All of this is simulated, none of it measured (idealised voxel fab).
You're looking at the process module voxel released beams.
Displayed cross-section: cut, width of 240 nm, square cells sized 5 nm.
A cross-section is written here as square cells arranged in a grid, and it is given in bands from the top down, each band taking up one or more rows of cells.
A band entry consists of two parts. The first gives the height of the band's top and the height of its bottom, in nm. The rest lists the band's materials from left to right, each with its width in nm. A single material labelled with the word "everywhere" fills the band from edge to edge, and the word "air" marks empty space.
Measure heights from 0. That's the level where, below it, the as-received wafer is all one material. The lowest band is bottomless and extends downward; write it as in "0..down".
Width: "30..40" (first number = top row, second number = bottom row, same change from row to row of cells).
Any step labelled "changes: none" changed none of the cells in the cross-section.
"Cavities, sealed" - sealed voids, min. 8 cells, no opening to top; format: width x height at distance (distance from left edge; nm throughout).
Note: text after step settings on the step line = simulator remark on that step.
"overlay nm" denotes, for a step that has a mask, the displacement of the mask to the right of its planned place, with negative values corresponding to the left.
### List of planned process steps
1) RECEIVE with material Si
2) CONFORMAL_DEP with material Al2O3, thk nm 5
3) DIRECTIONAL_DEP with material SiO2, thk nm 20
4) DIRECTIONAL_DEP with material aC, thk nm 15
5) PATTERN with tone open, mask id ANCHOR, material resist, width nm 45, thk nm 35, overlay nm 0
6) DIRECTIONAL_ETCH with etch materials aC, depth nm 15
7) STRIP with etch materials resist
8) DIRECTIONAL_ETCH with etch materials SiO2, depth nm 20
9) STRIP with etch materials aC
10) CONFORMAL_DEP with material polySi, thk nm 15
11) MASKED_ETCH with tone cover, mask id BEAM, width nm 100, etch materials polySi, depth nm 15, overlay nm 0
12) STRIP with etch materials SiO2
### The following pertains to the first of two wafers, which was processed as planned
### As received (post step 1): cross-section
* 0..down: Si everywhere
* Cavities, sealed: none
### Take a look at the wafer's cross-section after step 2
* 5..0: Al2O3 everywhere
* Below a height of 0, the structure has not been altered.
### Take a look at the wafer's cross-section after step 3
* 25..5: SiO2 everywhere
* Below a height of 5, the structure has not been altered.
### Take a look at the wafer's cross-section after step 4
* 40..25: aC everywhere
* Below a height of 25, the structure has not been altered.
### Take a look at the wafer's cross-section after step 5
* 75..40: 70 nm resist, 45 nm air, 125 nm resist
* Below a height of 40, the structure has not been altered.
### Take a look at the wafer's cross-section after step 6
* 60..40: 70 nm resist, 45 nm air, 125 nm resist
* 40..25: 70 nm aC, 45 nm air, 125 nm aC
* Below a height of 25, the structure has not been altered.
### Take a look at the wafer's cross-section after step 7
* 40..25: 70 nm aC, 45 nm air, 125 nm aC
* Below a height of 25, the structure has not been altered.
### Take a look at the wafer's cross-section after step 8
* 40..25: 70 nm aC, 45 nm air, 125 nm aC
* 25..5: 70 nm SiO2, 45 nm air, 125 nm SiO2
* Below a height of 5, the structure has not been altered.
### Take a look at the wafer's cross-section after step 9
* 25..5: 70 nm SiO2, 45 nm air, 125 nm SiO2
* Below a height of 5, the structure has not been altered.
### Take a look at the wafer's cross-section after step 10
* 40..25: 85 nm polySi, 15 nm air, 140 nm polySi
* 25..20: 70 nm SiO2, 15 nm polySi, 15 nm air, 15 nm polySi, 125 nm SiO2
* 20..5: 70 nm SiO2, 45 nm polySi, 125 nm SiO2
* Below a height of 5, the structure has not been altered.
### Take a look at the wafer's cross-section after step 11
* 40..25: 65 nm air, 20 nm polySi, 15 nm air, 65 nm polySi, 75 nm air
* Below a height of 25, the structure has not been altered.
### Take a look at the wafer's cross-section after step 12
* 40..25: 65 nm air, 20 nm polySi, 15 nm air, 65 nm polySi, 75 nm air
* 25..20: 70 nm air, 15 nm polySi, 15 nm air, 15 nm polySi, 125 nm air
* 20..5: 70 nm air, 45 nm polySi, 125 nm air
* Below a height of 5, the structure has not been altered.
### Now the other wafer: same start, same recipe, but we messed up one thing when running it. Up to and including step 9 it's the same as the first one
### Cross-sectional representation of the second wafer at the time designated in the plan for the completion of step 10
* 55..25: polySi everywhere
* 25..5: 70 nm SiO2, 45 nm polySi, 125 nm SiO2
* Below a height of 5, the structure has not been altered.
### Cross-sectional representation of the second wafer at the time designated in the plan for the completion of step 11
* 55..40: 65 nm air, 100 nm polySi, 75 nm air
* Below a height of 40, the structure has not been altered.
Cross-sectional representation of the second wafer at the time designated in the plan for the completion of step 12: changes: none
Against the plan, the run slipped here: plan step 10 was twice executed
Wrapping up, a cell-based count of both wafers puts the second over or under the first for these materials: SiO2 +156, polySi +156
